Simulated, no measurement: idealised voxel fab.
The process module that follows is named voxel self aligned contacts.
Cross-sectional view cut (width: 185 nm; square cell size: 5 nm).
Cross-section format: a grid of square cells, given as bands from top to bottom; each band is one or more rows of cells.
Band: top and bottom heights (nm) first, top before bottom; then materials from left to right, widths in nm. "edge to edge" marks a sole material filling the band edge to edge. "empty" denotes empty space.
Measure heights from 0. That's the level where, below it, the as-received wafer is all one material. The lowest band is bottomless and extends downward; write it as in "z 0 and below".
A width given as "30..40" starts at the first number in the band's top row and ends at the second number in its bottom row, shifting by an equal amount at every step from row to row.
Given "nothing altered" for a step, no cell of the cross-section differs between before and after that step.
The entry "Encapsulated voids" lists the empty spaces that cover at least 8 cells and have no open path to the top. Each is written as width x height at distance, where the distance is measured from the left edge and all three values are in nm.
Step line, after settings: the simulator's comment on this step.
You can add "overlay nm" to a step's line. For a step with a mask, it describes how far the mask lay to the right of its planned position, and a negative number describes a lay to the left.

-- Planned step list for the process
1 RECEIVE, material Si
2 CONFORMAL_DEP, material SiO2, thk nm 5
3 DIRECTIONAL_DEP, material polySi, thk nm 20
4 DIRECTIONAL_DEP, material SiN, thk nm 20
5 PATTERN, tone cover, mask id GATE, material resist, width nm 25, pitch nm 60, thk nm 15, overlay nm 0
6 DIRECTIONAL_ETCH, etch materials SiN, depth nm 20
7 DIRECTIONAL_ETCH, etch materials polySi, depth nm 20
8 STRIP, etch materials resist
9 CONFORMAL_DEP, material SiN, thk nm 5
10 DIRECTIONAL_ETCH, etch materials SiN, depth nm 5
11 FILL_DEP, material SiO2, thk nm 15
12 CMP, height nm 50
13 PATTERN, tone open, mask id CONTACT, material resist, width nm 45, thk nm 15, overlay nm -15
14 DIRECTIONAL_ETCH, etch materials SiO2, depth nm 50
15 STRIP, etch materials resist
16 CONFORMAL_DEP, material TiN, thk nm 5
17 FILL_DEP, material Ru, thk nm 5
18 CMP, height nm 50
19 CONFORMAL_DEP, material SiN, thk nm 5
All wafers enter the flow in the same state. The overlay nm at step 13 differs from wafer to wafer, and the plan gives the value for the first wafer.

-- The first of several wafers as received, shown in cross-section; this is its state after step 1
z 0 and below | Si edge to edge
Encapsulated voids: none

-- Depicted here is the first of several wafers in cross-section, at module completion following the last step, step 19
z 55 to 50 | SiN edge to edge
z 50 to 45 | 55 nm SiO2, 30 nm TiN, 10 nm Ru, 5 nm TiN, 85 nm SiO2
z 45 to 25 | 45 nm SiO2, 35 nm SiN, 5 nm TiN, 10 nm Ru, 5 nm TiN, 5 nm SiO2, 35 nm SiN, 45 nm SiO2
z 25 to 5 | 45 nm SiO2, 5 nm SiN, 25 nm polySi, 5 nm SiN, 5 nm TiN, 10 nm Ru, 5 nm TiN, 5 nm SiO2, 5 nm SiN, 25 nm polySi, 5 nm SiN, 45 nm SiO2
z 5 to 0 | 80 nm SiO2, 20 nm TiN, 85 nm SiO2
z 0 and below | Si edge to edge
Encapsulated voids: none

-- Final wafer of several, shown in cross-section at the end of the module
z 55 to 50 | SiN edge to edge
z 50 to 45 | 85 nm SiO2, 5 nm TiN, 10 nm Ru, 30 nm TiN, 55 nm SiO2
z 45 to 25 | 45 nm SiO2, 35 nm SiN, 5 nm SiO2, 5 nm TiN, 10 nm Ru, 5 nm TiN, 35 nm SiN, 45 nm SiO2
z 25 to 5 | 45 nm SiO2, 5 nm SiN, 25 nm polySi, 5 nm SiN, 5 nm SiO2, 5 nm TiN, 10 nm Ru, 5 nm TiN, 5 nm SiN, 25 nm polySi, 5 nm SiN, 45 nm SiO2
z 5 to 0 | 85 nm SiO2, 20 nm TiN, 80 nm SiO2
z 0 and below | Si edge to edge
Encapsulated voids: none

-- Where each wafer stands at the end of the module, a row apiece: cells of each material gained (+) or lost (-) since it was received, then closed voids
overlay nm -15, +18 Ru, +109 SiN, +213 SiO2, +27 TiN, +40 polySi, Encapsulated voids: none
overlay nm -10, +27 Ru, +109 SiN, +204 SiO2, +27 TiN, +40 polySi, Encapsulated voids: none
overlay nm -5, +27 Ru, +109 SiN, +204 SiO2, +27 TiN, +40 polySi, Encapsulated voids: none
overlay nm 0, +27 Ru, +109 SiN, +204 SiO2, +27 TiN, +40 polySi, Encapsulated voids: none
overlay nm 5, +27 Ru, +109 SiN, +204 SiO2, +27 TiN, +40 polySi, Encapsulated voids: none
overlay nm 10, +27 Ru, +109 SiN, +204 SiO2, +27 TiN, +40 polySi, Encapsulated voids: none
overlay nm 15, +18 Ru, +109 SiN, +213 SiO2, +27 TiN, +40 polySi, Encapsulated voids: none
